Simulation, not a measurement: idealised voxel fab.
Module name: voxel ribs on slabs (process module)
Square cells of 5 nm make up the cross-section cut, whose width is 150 nm.
A cross-section is a grid of square cells, given in bands from the top down. A band is one or more rows of cells.
This entry defines a band. It first specifies the height of the band's top and the height of its bottom in nm, and then specifies the band's materials from left to right, stating each material with its width in nm. The word "full width" identifies a single material that fills the band from edge to edge, while the word "empty" identifies empty space.
Where do heights start? At 0: under that level the wafer as delivered is made of one material only. And the lowest band has no floor; it just carries on downward, as in "0 nm and below".
Read "30->40" as a graded width: first number on top, second number at the bottom, same change between each pair of neighbouring rows.
"remained unchanged" after a step means that no cell of the cross-section changed.
This entry, "Closed cavity list", enumerates those empty regions of no fewer than 8 cells that possess no open connection to the top. Each region is reported in the form width x height at distance, the distance being taken from the left edge, with all three quantities expressed in nm.
On a step's line, text after the settings is the simulator commenting on that step.
If you see "overlay nm" on a step's line and that step has a mask, it's telling you how far right of where it was planned the mask ended up; a negative number means it went left instead.
**Set out below are the planned steps of the process**
1: RECEIVE (material Si)
2: DIRECTIONAL_DEP (material SiO2; thk nm 20)
3: DIRECTIONAL_DEP (material polySi; thk nm 15)
4: PATTERN (tone cover; mask id RIB; material resist; width nm 25; thk nm 20; overlay nm 0)
5: DIRECTIONAL_ETCH (etch materials polySi; depth nm 10)
6: STRIP (etch materials resist)
7: PATTERN (tone cover; mask id SLAB; material resist; width nm 85; thk nm 20; overlay nm 0)
8: DIRECTIONAL_ETCH (etch materials polySi; depth nm 5)
9: STRIP (etch materials resist)
10: FILL_DEP (material SiO2; thk nm 20)
11: CMP (height nm 45)
12: DIRECTIONAL_DEP (material W; thk nm 10)
13: MASKED_ETCH (tone cover; mask id HEATER; width nm 35; etch materials W; depth nm 10; overlay nm 0)
14: CONFORMAL_DEP (material SiN; thk nm 10)
**Account of the first of two wafers, which was processed as intended**
**Delivered wafer in cross-section: state after step 1**
0 nm and below | Si full width
Closed cavity list: none
**Cross-section of the wafer subsequent to step 2**
20 nm to 0 nm | SiO2 full width
Nothing below the height 0 has changed.
**Cross-section of the wafer subsequent to step 3**
35 nm to 20 nm | polySi full width
Nothing below the height 20 has changed.
**Cross-section of the wafer subsequent to step 4**
55 nm to 35 nm | empty=60 | resist=25 | empty=65
Nothing below the height 35 has changed.
**Cross-section of the wafer subsequent to step 5**
55 nm to 35 nm | empty=60 | resist=25 | empty=65
35 nm to 25 nm | empty=60 | polySi=25 | empty=65
Nothing below the height 25 has changed.
**Cross-section of the wafer subsequent to step 6**
35 nm to 25 nm | empty=60 | polySi=25 | empty=65
Nothing below the height 25 has changed.
**Cross-section of the wafer subsequent to step 7**
55 nm to 35 nm | empty=30 | resist=85 | empty=35
35 nm to 25 nm | empty=30 | resist=30 | polySi=25 | resist=30 | empty=35
Nothing below the height 25 has changed.
**Cross-section of the wafer subsequent to step 8**
55 nm to 35 nm | empty=30 | resist=85 | empty=35
35 nm to 25 nm | empty=30 | resist=30 | polySi=25 | resist=30 | empty=35
25 nm to 20 nm | empty=30 | polySi=85 | empty=35
Nothing below the height 20 has changed.
**Cross-section of the wafer subsequent to step 9**
35 nm to 25 nm | empty=60 | polySi=25 | empty=65
Nothing below the height 25 has changed.
**Cross-section of the wafer subsequent to step 10**
55 nm to 35 nm | SiO2 full width
35 nm to 25 nm | SiO2=60 | polySi=25 | SiO2=65
25 nm to 20 nm | SiO2=30 | polySi=85 | SiO2=35
Nothing below the height 20 has changed.
**Cross-section of the wafer subsequent to step 11**
45 nm to 35 nm | SiO2 full width
Nothing below the height 35 has changed.
**Cross-section of the wafer subsequent to step 12**
55 nm to 45 nm | W full width
Nothing below the height 45 has changed.
**Cross-section of the wafer subsequent to step 13**
55 nm to 45 nm | empty=55 | W=35 | empty=60
Nothing below the height 45 has changed.
**Cross-section of the wafer subsequent to step 14**
65 nm to 55 nm | empty=45 | SiN=55 | empty=50
55 nm to 45 nm | SiN=55 | W=35 | SiN=60
Nothing below the height 45 has changed.
**Second wafer - shared start and plan with the first - one error in running - same as the first up to step 11 inclusive**
**Here is the second wafer in cross-section at the point where step 12 of the plan should have been done**
50 nm to 45 nm | W full width
Nothing below the height 45 has changed.
**Here is the second wafer in cross-section at the point where step 13 of the plan should have been done**
50 nm to 45 nm | empty=55 | W=35 | empty=60
Nothing below the height 45 has changed.
**Here is the second wafer in cross-section at the point where step 14 of the plan should have been done**
60 nm to 55 nm | empty=45 | SiN=55 | empty=50
55 nm to 50 nm | SiN full width
50 nm to 45 nm | SiN=55 | W=35 | SiN=60
Nothing below the height 45 has changed.
So what did we get wrong on this run? step 12 did not use the planned setting and instead ran as DIRECTIONAL_DEP (material W; thk nm 5)
End check, counted in cells, second wafer has more or fewer of these materials than the first: SiN -4, W -7
